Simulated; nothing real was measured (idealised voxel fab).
The following is a process module called voxel fin reveal.
The figure presents cross-section cut, which has a width of 180 nm and is divided into square cells with an edge length of 5 nm.
In what follows, cross-sections appear as grids of square cells, described through bands that run from the top down, where every band is one or more rows of cells. The band entry comprises the height of the band's top followed by the height of its bottom, expressed in nm, and subsequently the band's materials from left to right, each stated together with its width in nm. Where a single material is marked with the word "all across", that material fills the band from edge to edge. The word "blank" represents empty space. Ref level 0: as-received wafer is one material below here. Bottom band extends down with no lower bound ("0..down"). The notation "30 to 40" denotes a width that varies across the rows of cells in the band, beginning at the first number in the top row, finishing at the second number in the bottom row, and changing by an identical amount from each row to the next. The designation "remains unaltered", where it is given for a processing step, indicates that no cell of the cross-section was altered in the course of that step. "Voids, enclosed": empty spaces of 8 cells or more with no open way to the top, each given as width x height at distance, distance from the left edge, all in nm. On a step's line, text after the settings is the simulator commenting on that step. Regarding "overlay nm": on a step with a mask, it is the distance the mask lay to the right of its planned place; a negative value places it to the left.
### Process steps foreseen in the plan
step 1: RECEIVE: material Si
step 2: CONFORMAL_DEP: material SiN, thk nm 10
step 3: PATTERN: tone cover, mask id FINS, material resist, width nm 15, pitch nm 45, thk nm 15, overlay nm 0
step 4: DIRECTIONAL_ETCH: etch materials SiN, depth nm 10
step 5: DIRECTIONAL_ETCH: etch materials Si, depth nm 40
step 6: STRIP: etch materials resist
step 7: OXIDIZE: depth nm 5
step 8: FILL_DEP: material SiO2, thk nm 10
step 9: CMP: height nm 10
step 10: SELECTIVE_ETCH: etch materials SiO2, depth nm 30
step 11: STRIP: etch materials SiN
step 12: CONFORMAL_DEP: material HfO2, thk nm 5
### Cross-section of the incoming wafer, state after step 1
	0..down: Si all across
	Voids, enclosed: none
### Run as planned - first of the two wafers cross-sectioned at the end of the module
	5..0: 60 of blank / 15 of HfO2 / 30 of blank / 15 of HfO2 / 60 of blank
	0..-15: 60 of blank / 5 of HfO2 / 5 of Si / 5 of HfO2 / 30 of blank / 5 of HfO2 / 5 of Si / 5 of HfO2 / 60 of blank
	-15..-20: 65 of HfO2 / 5 of Si / 40 of HfO2 / 5 of Si / 65 of HfO2
	-20..-45: 65 of SiO2 / 5 of Si / 40 of SiO2 / 5 of Si / 65 of SiO2
	-45..down: Si all across
	Voids, enclosed: none
### Here is the second of the two wafers cut open at the end of the module - same start, same plan as the first one, but we made one mistake running it
	5..0: 55 of blank / 25 of HfO2 / 20 of blank / 25 of HfO2 / 55 of blank
	0..-35: 55 of blank / 5 of HfO2 / 5 of SiO2 / 5 of Si / 5 of SiO2 / 5 of HfO2 / 20 of blank / 5 of HfO2 / 5 of SiO2 / 5 of Si / 5 of SiO2 / 5 of HfO2 / 55 of blank
	-35..-40: 60 of HfO2 / 5 of SiO2 / 5 of Si / 5 of SiO2 / 30 of HfO2 / 5 of SiO2 / 5 of Si / 5 of SiO2 / 60 of HfO2
	-40..-45: 65 of SiO2 / 5 of Si / 40 of SiO2 / 5 of Si / 65 of SiO2
	-45..down: Si all across
	Voids, enclosed: none
So what did we get wrong on this run? the process deviated at step 8: the operation and settings actually run there were FILL_DEP: material SiN, thk nm 10
Materials where the second wafer ends with more or fewer cells than the first: HfO2 +16, SiO2 -104
